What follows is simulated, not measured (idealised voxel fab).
Proc. module: voxel lift off
This is section cut - it's 285 nm across, gridded in 5 nm square cells.
In this document a cross-section is written as a grid of square cells. It is given as a series of bands, listed from the top down, and a band is one or more rows of cells.
Per band: top height and bottom height in nm, followed by the left-to-right materials and their widths in nm; "all across" marks a single material spanning edge to edge, "air" marks empty space.
Ref level 0: as-received wafer is one material below here. Bottom band extends down with no lower bound ("z 0 and below").
Top row gets the first number, bottom row gets the second, and each row in between changes by the same step: that is how a band width like "30 to 40" works.
Take "nothing changed" at face value: in the step it is given for, the cross-section changed in none of its cells.
Basically, "Closed void catalog" tells you about the enclosed voids: empty spaces with no open way to the top, 8 cells or bigger, each written width x height at distance, where distance is from the left edge, all in nm.
It should be noted that, on the line of a given step, the content following the step's settings is a remark produced by the simulator itself with respect to that step.
You can add "overlay nm" to a step's line. For a step with a mask, it describes how far the mask lay to the right of its planned position, and a negative number describes a lay to the left.
THE STEPS PLANNED FOR THE PROCESS ARE AS FOLLOWS
- 1: RECEIVE [material Si]
- 2: CONFORMAL_DEP [material SiO2] [thk nm 15]
- 3: PATTERN [tone open] [mask id LINES] [material resist] [width nm 25] [pitch nm 40] [thk nm 20] [overlay nm 0]
- 4: DIRECTIONAL_DEP [material Ru] [thk nm 10]
- 5: STRIP [etch materials resist]
- 6: CONFORMAL_DEP [material SiN] [thk nm 10]
SHOWN IN CROSS-SECTION IS THE WAFER AS RECEIVED, THAT IS, AS IT STANDS AFTER STEP 1
- z 0 and below = Si all across
- Closed void catalog: none
WAFER CROSS-SECTION AT MODULE END: FIRST OF TWO, RUN TO PLAN
- z 35 to 25 = 100 air; 85 SiN; 100 air
- z 25 to 15 = 110 SiN; 25 Ru; 15 SiN; 25 Ru; 110 SiN
- z 15 to 0 = SiO2 all across
- z 0 and below = Si all across
- Closed void catalog: none
HERE IS THE SECOND OF THE TWO WAFERS CUT OPEN AT THE END OF THE MODULE - SAME START, SAME PLAN AS THE FIRST ONE, BUT WE MADE ONE MISTAKE RUNNING IT
- z 35 to 25 = 105 air; 85 SiN; 95 air
- z 25 to 15 = 115 SiN; 25 Ru; 15 SiN; 25 Ru; 105 SiN
- z 15 to 0 = SiO2 all across
- z 0 and below = Si all across
- Closed void catalog: none
Misprocessing identified: planned and actual differ for step 3; actual: PATTERN [tone open] [mask id LINES] [material resist] [width nm 25] [pitch nm 40] [thk nm 20] [overlay nm 5]
at the end the second wafer has, in cells: as many of each material as the first, in other places
